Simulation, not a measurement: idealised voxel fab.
process module | voxel spacer lines
cross-section cut | 275 nm wide | cells 5 nm
A cross-section is a grid of square cells, given in bands from the top down. A band is one or more rows of cells.
Each band's line starts with the height of the band's top and of its bottom, in nm. Then come its materials from left to right, each with its width in nm. One material with "throughout" fills the band from edge to edge. "air" is empty space.
Height 0 is the level under which the wafer as received is all one material. The lowest band goes on downwards, as in "0 down".
A width such as "30 to 40" changes by the same amount from each row of cells to the next, from the band's top row to its bottom row.
"no change" after a step means that no cell of the cross-section changed.
closed voids: empty space of 8 cells or more with no open way to the top, each as width x height at its distance from the left edge, in nm
after a step's settings: what the simulator itself notes on the step
overlay nm, on a step with a mask: how far to the right of its planned place the mask lay; to the left if negative
plan
1 op RECEIVE | material Si
2 op CONFORMAL_DEP | material Al2O3 | thk nm 5
3 op DIRECTIONAL_DEP | material SiN | thk nm 15
4 op DIRECTIONAL_DEP | material polySi | thk nm 20
5 op PATTERN | tone cover | mask id MANDREL | material resist | width nm 25 | pitch nm 70 | thk nm 25 | overlay nm 0
6 op DIRECTIONAL_ETCH | etch materials polySi | depth nm 20
7 op STRIP | etch materials resist
8 op CONFORMAL_DEP | material SiO2 | thk nm 10
9 op DIRECTIONAL_ETCH | etch materials SiO2 | depth nm 10
10 op STRIP | etch materials polySi
11 op DIRECTIONAL_ETCH | etch materials SiN | depth nm 15
12 op STRIP | etch materials SiO2
as received, after step 1
  0 down: Si throughout
  closed voids: none
first wafer at the end, as planned
  20 to 5: air 45 | SiN 10 | air 25 | SiN 10 | air 25 | SiN 10 | air 25 | SiN 10 | air 25 | SiN 10 | air 25 | SiN 10 | air 45
  5 to 0: Al2O3 throughout
  0 down: Si throughout
  closed voids: none
second wafer at the end: like start, like plan, one mistake
  20 to 5: air 45 | SiN 10 | air 30 | SiN 10 | air 20 | SiN 10 | air 30 | SiN 10 | air 20 | SiN 10 | air 30 | SiN 10 | air 40
  5 to 0: Al2O3 throughout
  0 down: Si throughout
  closed voids: none
what went wrong: step 5 ran as: op PATTERN | tone cover | mask id MANDREL | material resist | width nm 30 | pitch nm 70 | thk nm 25 | overlay nm 0
at the end the second wafer has, in cells: as many of each material as the first, in other places
